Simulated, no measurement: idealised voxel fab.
process module | voxel double patterning
cross-section cut | 295 nm wide | cells 5 nm
A cross-section is a grid of square cells, given in bands from the top down. A band is one or more rows of cells.
Each band's line starts with the height of the band's top and of its bottom, in nm. Then come its materials from left to right, each with its width in nm. One material with "throughout" fills the band from edge to edge. "air" is empty space.
Height 0 is the level under which the wafer as received is all one material. The lowest band goes on downwards, as in "0 down".
A width such as "30 to 40" changes by the same amount from each row of cells to the next, from the band's top row to its bottom row.
"no change" after a step means that no cell of the cross-section changed.
closed voids: empty space of 8 cells or more with no open way to the top, each as width x height at its distance from the left edge, in nm
after a step's settings: what the simulator itself notes on the step
overlay nm, on a step with a mask: how far to the right of its planned place the mask lay; to the left if negative
plan
1 op RECEIVE | material Si
2 op CONFORMAL_DEP | material SiN | thk nm 10
3 op DIRECTIONAL_DEP | material SiO2 | thk nm 15
4 op DIRECTIONAL_DEP | material SiCN | thk nm 5
5 op PATTERN | tone open | mask id FIRST | material resist | width nm 15 | pitch nm 50 | thk nm 15 | overlay nm 0
6 op DIRECTIONAL_ETCH | etch materials SiCN | depth nm 5
7 op STRIP | etch materials resist
8 op DIRECTIONAL_DEP | material aC | thk nm 10
9 op PATTERN | tone open | mask id SECOND | material resist | width nm 15 | thk nm 30 | overlay nm 0
10 op DIRECTIONAL_ETCH | etch materials aC | depth nm 10
11 op STRIP | etch materials resist
12 op DIRECTIONAL_ETCH | etch materials SiCN | depth nm 5
13 op STRIP | etch materials aC
14 op DIRECTIONAL_ETCH | etch materials SiO2 | depth nm 15
15 op STRIP | etch materials SiCN
first wafer, as planned
as received, after step 1
  0 down: Si throughout
  closed voids: none
after step 2
  10 to 0: SiN throughout
  below 0: unchanged
after step 3
  25 to 10: SiO2 throughout
  below 10: unchanged
after step 4
  30 to 25: SiCN throughout
  below 25: unchanged
after step 5
  45 to 30: resist 115 | air 15 | resist 35 | air 15 | resist 115
  below 30: unchanged
after step 6
  45 to 30: resist 115 | air 15 | resist 35 | air 15 | resist 115
  30 to 25: SiCN 115 | air 15 | SiCN 35 | air 15 | SiCN 115
  below 25: unchanged
after step 7
  30 to 25: SiCN 115 | air 15 | SiCN 35 | air 15 | SiCN 115
  below 25: unchanged
after step 8
  40 to 35: aC 115 | air 15 | aC 35 | air 15 | aC 115
  35 to 30: aC throughout
  30 to 25: SiCN 115 | aC 15 | SiCN 35 | aC 15 | SiCN 115
  below 25: unchanged
after step 9
  70 to 40: resist 140 | air 15 | resist 140
  40 to 35: aC 115 | resist 15 | aC 35 | resist 15 | aC 115
  below 35: unchanged
after step 10
  60 to 40: resist 140 | air 15 | resist 140
  40 to 35: aC 115 | resist 15 | aC 10 | air 15 | aC 10 | resist 15 | aC 115
  35 to 30: aC 140 | air 15 | aC 140
  below 30: unchanged
after step 11
  40 to 35: aC 115 | air 15 | aC 10 | air 15 | aC 10 | air 15 | aC 115
  below 35: unchanged
after step 12
  40 to 35: aC 115 | air 15 | aC 10 | air 15 | aC 10 | air 15 | aC 115
  35 to 30: aC 140 | air 15 | aC 140
  30 to 25: SiCN 115 | aC 15 | SiCN 10 | air 15 | SiCN 10 | aC 15 | SiCN 115
  below 25: unchanged
after step 13
  30 to 25: SiCN 115 | air 15 | SiCN 10 | air 15 | SiCN 10 | air 15 | SiCN 115
  below 25: unchanged
after step 14
  30 to 25: SiCN 115 | air 15 | SiCN 10 | air 15 | SiCN 10 | air 15 | SiCN 115
  25 to 10: SiO2 115 | air 15 | SiO2 10 | air 15 | SiO2 10 | air 15 | SiO2 115
  below 10: unchanged
after step 15
  25 to 10: SiO2 115 | air 15 | SiO2 10 | air 15 | SiO2 10 | air 15 | SiO2 115
  below 10: unchanged
second wafer: like start, like plan, one mistake. Through step 2 it matches the first wafer
when step 3 should have ended
  40 to 10: SiO2 throughout
  below 10: unchanged
when step 4 should have ended
  45 to 40: SiCN throughout
  below 40: unchanged
when step 5 should have ended
  60 to 45: resist 115 | air 15 | resist 35 | air 15 | resist 115
  below 45: unchanged
when step 6 should have ended
  60 to 45: resist 115 | air 15 | resist 35 | air 15 | resist 115
  45 to 40: SiCN 115 | air 15 | SiCN 35 | air 15 | SiCN 115
  below 40: unchanged
when step 7 should have ended
  45 to 40: SiCN 115 | air 15 | SiCN 35 | air 15 | SiCN 115
  below 40: unchanged
when step 8 should have ended
  55 to 50: aC 115 | air 15 | aC 35 | air 15 | aC 115
  50 to 45: aC throughout
  45 to 40: SiCN 115 | aC 15 | SiCN 35 | aC 15 | SiCN 115
  below 40: unchanged
when step 9 should have ended
  85 to 55: resist 140 | air 15 | resist 140
  55 to 50: aC 115 | resist 15 | aC 35 | resist 15 | aC 115
  below 50: unchanged
when step 10 should have ended
  75 to 55: resist 140 | air 15 | resist 140
  55 to 50: aC 115 | resist 15 | aC 10 | air 15 | aC 10 | resist 15 | aC 115
  50 to 45: aC 140 | air 15 | aC 140
  below 45: unchanged
when step 11 should have ended
  55 to 50: aC 115 | air 15 | aC 10 | air 15 | aC 10 | air 15 | aC 115
  below 50: unchanged
when step 12 should have ended
  55 to 50: aC 115 | air 15 | aC 10 | air 15 | aC 10 | air 15 | aC 115
  50 to 45: aC 140 | air 15 | aC 140
  45 to 40: SiCN 115 | aC 15 | SiCN 10 | air 15 | SiCN 10 | aC 15 | SiCN 115
  below 40: unchanged
when step 13 should have ended
  45 to 40: SiCN 115 | air 15 | SiCN 10 | air 15 | SiCN 10 | air 15 | SiCN 115
  below 40: unchanged
when step 14 should have ended
  45 to 40: SiCN 115 | air 15 | SiCN 10 | air 15 | SiCN 10 | air 15 | SiCN 115
  40 to 25: SiO2 115 | air 15 | SiO2 10 | air 15 | SiO2 10 | air 15 | SiO2 115
  below 25: unchanged
when step 15 should have ended
  40 to 25: SiO2 115 | air 15 | SiO2 10 | air 15 | SiO2 10 | air 15 | SiO2 115
  below 25: unchanged
what went wrong: step 3 was run twice
at the end the second wafer has, in cells: 177 more of SiO2
